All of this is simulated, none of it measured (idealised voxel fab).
process module | voxel local oxidation
cross-section cut | 145 nm wide | cells 5 nm
A cross-section is a grid of square cells, given in bands from the top down. A band is one or more rows of cells.
Each band's line starts with the height of the band's top and of its bottom, in nm. Then come its materials from left to right, each with its width in nm. One material with "throughout" fills the band from edge to edge. "air" is empty space.
Height 0 is the level under which the wafer as received is all one material. The lowest band goes on downwards, as in "0 down".
A width such as "30 to 40" changes by the same amount from each row of cells to the next, from the band's top row to its bottom row.
"no change" after a step means that no cell of the cross-section changed.
closed voids: empty space of 8 cells or more with no open way to the top, each as width x height at its distance from the left edge, in nm
after a step's settings: what the simulator itself notes on the step
overlay nm, on a step with a mask: how far to the right of its planned place the mask lay; to the left if negative
plan
1 op RECEIVE | material Si
2 op CONFORMAL_DEP | material SiO2 | thk nm 5
3 op CONFORMAL_DEP | material SiN | thk nm 10
4 op PATTERN | tone cover | mask id ACTIVE | material resist | width nm 115 | thk nm 20 | overlay nm 0
5 op DIRECTIONAL_ETCH | etch materials SiN | depth nm 10
6 op STRIP | etch materials resist
7 op SELECTIVE_ETCH | etch materials SiO2 | depth nm 5
8 op OXIDIZE | depth nm 10
9 op STRIP | etch materials SiN
as received, after step 1
  0 down: Si throughout
  closed voids: none
first wafer at the end, as planned
  5 to 0: air 20 | SiO2 105 | air 20
  0 to -10: SiO2 30 | Si 85 | SiO2 30
  -10 down: Si throughout
  closed voids: none
second wafer at the end: like start, like plan, one mistake
  0 to -10: SiO2 25 | Si 95 | SiO2 25
  -10 down: Si throughout
  closed voids: none
what went wrong: step 2 was left out
at the end the second wafer has, in cells: 4 more of Si | 25 fewer of SiO2
